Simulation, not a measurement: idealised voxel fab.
The name of this process module is voxel trench capacitor.
Each square cell in cross-section cut measures 5 nm, and the section as a whole is 220 nm wide.
Cross-section = grid of square cells, listed top down in bands; band = one or more rows. Band entry format. Leading values: height of top, height of bottom, nm. Remainder: materials in left-to-right order, each with its width in nm. Special words: "everywhere" on a single material, which then fills the band edge to edge; "air", empty space. Counting heights begins at 0, where everything beneath is, in the wafer as received, one material. The lowest band has no bottom; it goes on downwards, as "z 0 and below" shows. It should be noted that a width expressed as "30 to 40" varies in equal increments from row to row of cells within the band, taking the value of the first number at the top row and that of the second number at the bottom row. "nothing changed" for a step: no cell of the cross-section changed in that step. Voids not open to the top, 8 cells minimum: see "Closed void list". Written width x height at distance; distance is from the left edge; nm. On each step's line, the part that comes after the settings is the simulator's own comment on the step. A step line may carry the setting "overlay nm", which, for steps involving a mask, states the distance by which the mask lay to the right of its intended position; negative values denote displacement to the left.

LIST OF PLANNED PROCESS STEPS
- 1: RECEIVE, material Si
- 2: CONFORMAL_DEP, material SiN, thk nm 5
- 3: DIRECTIONAL_DEP, material aC, thk nm 10
- 4: PATTERN, tone open, mask id TRENCH, material resist, width nm 15, pitch nm 40, thk nm 30, overlay nm 0
- 5: DIRECTIONAL_ETCH, etch materials aC, depth nm 10
- 6: STRIP, etch materials resist
- 7: DIRECTIONAL_ETCH, etch materials SiN, depth nm 5
- 8: DIRECTIONAL_ETCH, etch materials Si, depth nm 25
- 9: STRIP, etch materials aC
- 10: CONFORMAL_DEP, material SiO2, thk nm 5
- 11: FILL_DEP, material polySi, thk nm 5
- 12: CMP, height nm 5

CROSS-SECTION OF THE WAFER AS IT CAME TO US, I.E., ALREADY THROUGH STEP 1
z 0 and below  Si everywhere
Closed void list: none

POST-MODULE CROSS-SECTION: IDENTICAL START AND PLAN TO THOSE ABOVE, ONE MISSTEP IN EXECUTION
z 5 to 0  SiN (55), SiO2 (5), polySi (15), SiO2 (5), SiN (15), SiO2 (5), polySi (15), SiO2 (5), SiN (15), SiO2 (5), polySi (15), SiO2 (5), SiN (60)
z 0 to -20  Si (55), SiO2 (5), polySi (15), SiO2 (5), Si (15), SiO2 (5), polySi (15), SiO2 (5), Si (15), SiO2 (5), polySi (15), SiO2 (5), Si (60)
z -20 to -25  Si (55), SiO2 (25), Si (15), SiO2 (25), Si (15), SiO2 (25), Si (60)
z -25 and below  Si everywhere
Closed void list: none
What was done differently from what was planned? step 4 did not use the planned setting and instead ran as PATTERN, tone open, mask id TRENCH, material resist, width nm 25, pitch nm 40, thk nm 30, overlay nm 0
